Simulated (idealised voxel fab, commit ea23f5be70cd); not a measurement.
process module | voxel self aligned contacts
cross-section cut | 165 nm wide | cells 5 nm
A cross-section is a grid of square cells, given in bands from the top down. A band is one or more rows of cells.
Each band's line starts with the height of the band's top and of its bottom, in nm. Then come its materials from left to right, each with its width in nm. One material with "throughout" fills the band from edge to edge. "air" is empty space.
Height 0 is the level under which the wafer as received is all one material. The lowest band goes on downwards, as in "0 down".
A width such as "30 to 40" changes by the same amount from each row of cells to the next, from the band's top row to its bottom row.
"no change" after a step means that no cell of the cross-section changed.
closed voids: empty space of 8 cells or more with no open way to the top, each as width x height at its distance from the left edge, in nm
after a step's settings: what the simulator itself notes on the step
overlay nm, on a step with a mask: how far to the right of its planned place the mask lay; to the left if negative
plan
1 op RECEIVE | material Si
2 op OXIDIZE | depth nm 5
3 op DIRECTIONAL_DEP | material polySi | thk nm 30
4 op DIRECTIONAL_DEP | material SiN | thk nm 15
5 op PATTERN | tone cover | mask id GATE | material resist | width nm 30 | pitch nm 60 | thk nm 15 | overlay nm 0
6 op DIRECTIONAL_ETCH | etch materials SiN | depth nm 15
7 op DIRECTIONAL_ETCH | etch materials polySi | depth nm 30
8 op STRIP | etch materials resist
9 op CONFORMAL_DEP | material SiN | thk nm 5
10 op DIRECTIONAL_ETCH | etch materials SiN | depth nm 5
11 op FILL_DEP | material SiO2 | thk nm 20
12 op CMP | height nm 55
13 op PATTERN | tone open | mask id CONTACT | material resist | width nm 40 | thk nm 15 | overlay nm 0
14 op DIRECTIONAL_ETCH | etch materials SiO2 | depth nm 60
15 op STRIP | etch materials resist
16 op CONFORMAL_DEP | material TiN | thk nm 5
17 op FILL_DEP | material Ru | thk nm 10
18 op CMP | height nm 55
19 op CONFORMAL_DEP | material SiN | thk nm 5
as received, after step 1
  0 down: Si throughout
  closed voids: none
first wafer at the end, as planned
  60 to 55: SiN throughout
  55 to 45: SiO2 60 | TiN 5 to 15 | Ru 30 to 10 | TiN 5 to 15 | SiO2 65
  45 to 30: SiO2 30 | SiN 40 | TiN 5 | Ru 10 | TiN 5 | SiN 40 | SiO2 35
  30 to 0: SiO2 30 | SiN 5 | polySi 30 | SiN 5 | TiN 5 | Ru 10 | TiN 5 | SiN 5 | polySi 30 | SiN 5 | SiO2 35
  0 to -5: SiO2 70 | TiN 20 | SiO2 75
  -5 down: Si throughout
  closed voids: none
second wafer at the end: like start, like plan, one mistake
  60 to 55: SiN throughout
  55 to 45: SiO2 70 | TiN 5 | Ru 30 to 10 | TiN 5 to 25 | SiO2 55
  45 to 30: SiO2 30 | SiN 40 | TiN 5 | Ru 10 | TiN 5 | SiN 40 | SiO2 35
  30 to 0: SiO2 30 | SiN 5 | polySi 30 | SiN 5 | TiN 5 | Ru 10 | TiN 5 | SiN 5 | polySi 30 | SiN 5 | SiO2 35
  0 to -5: SiO2 70 | TiN 20 | SiO2 75
  -5 down: Si throughout
  closed voids: none
what went wrong: step 13 ran as: op PATTERN | tone open | mask id CONTACT | material resist | width nm 40 | thk nm 15 | overlay nm 10
at the end the second wafer has, in cells: as many of each material as the first, in other places
